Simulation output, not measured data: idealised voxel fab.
Title: Process Module voxel gate over fins
Cross-section cut: width 180 nm, square cells of 5 nm.
Reading order for cross-sections: top band down to bottom band. Underlying form: a grid of square cells. Band size: one or more rows of cells. Quick guide to a band line: top height, bottom height (nm) up front; then every material left to right with its width in nm. Only one material and it's marked "throughout"? Then it fills the band edge to edge. And "air" just means empty space. Height datum 0, below which the as-received substrate wafer is one material. Lowest band open at the bottom, running downward: "0 -> down". The width entry "30..40" should be interpreted row by row: the top row of cells in the band takes the first number, the bottom row takes the second number, and the change between adjacent rows is uniform throughout. Reading "everything unchanged" for a step: not a cell of the cross-section changed in it. "Enclosed cavity list" - sealed voids, min. 8 cells, no opening to top; format: width x height at distance (distance from left edge; nm throughout). Formally, on a step line, whatever follows the settings is a remark that the simulator itself makes on the step. The line of a step may include "overlay nm". On a step with a mask, this value is how far to the right of its planned place the mask lay. A negative value means the mask lay to the left.

This section lists the process steps that were planned:
| 1 | RECEIVE | material Si |
| 2 | CONFORMAL_DEP | material SiN | thk nm 10 |
| 3 | MASKED_ETCH | tone cover | mask id FINS | width nm 15 | pitch nm 60 | etch materials SiN | depth nm 10 | overlay nm 0 |
| 4 | MASKED_ETCH | tone cover | mask id FINS | width nm 15 | pitch nm 60 | etch materials Si | depth nm 35 | overlay nm 0 |
| 5 | FILL_DEP | material SiO2 | thk nm 15 |
| 6 | CMP | height nm 10 |
| 7 | MASKED_ETCH | tone open | mask id RAIL | width nm 15 | etch materials SiO2 | depth nm 40 | overlay nm 0 |
| 8 | CONFORMAL_DEP | material TiN | thk nm 5 |
| 9 | FILL_DEP | material W | thk nm 10 |
| 10 | CMP | height nm 10 |
| 11 | SELECTIVE_ETCH | etch materials W Ru TiN | depth nm 25 |
| 12 | FILL_DEP | material SiO2 | thk nm 5 |
| 13 | CMP | height nm 10 |
| 14 | SELECTIVE_ETCH | etch materials SiO2 | depth nm 20 |
| 15 | STRIP | etch materials SiN |
| 16 | CONFORMAL_DEP | material HfO2 | thk nm 5 |
| 17 | CONFORMAL_DEP | material TiN | thk nm 5 |
| 18 | FILL_DEP | material W | thk nm 10 |
| 19 | CMP | height nm 15 |
| 20 | CONFORMAL_DEP | material SiCN | thk nm 10 |
Same starting wafers, different thk nm at step 17. Plan value belongs to the first wafer.

Received wafers, first of several: cross-section after step 1:
* 0 -> down: Si throughout
* Enclosed cavity list: none

Every row in this table is a wafer at the end of the module, and it gives, for each of the materials, the cells that wafer has gained (+) or lost (-) since it was received, then its closed voids:
thk nm 5; +44 HfO2; -210 Si; +72 SiCN; +141 SiO2; +51 TiN; +82 W; Enclosed cavity list: none
thk nm 10; +44 HfO2; -210 Si; +72 SiCN; +141 SiO2; +95 TiN; +38 W; Enclosed cavity list: none
thk nm 15; +44 HfO2; -210 Si; +72 SiCN; +141 SiO2; +117 TiN; +16 W; Enclosed cavity list: none
thk nm 20; +44 HfO2; -210 Si; +72 SiCN; +141 SiO2; +131 TiN; +2 W; Enclosed cavity list: none
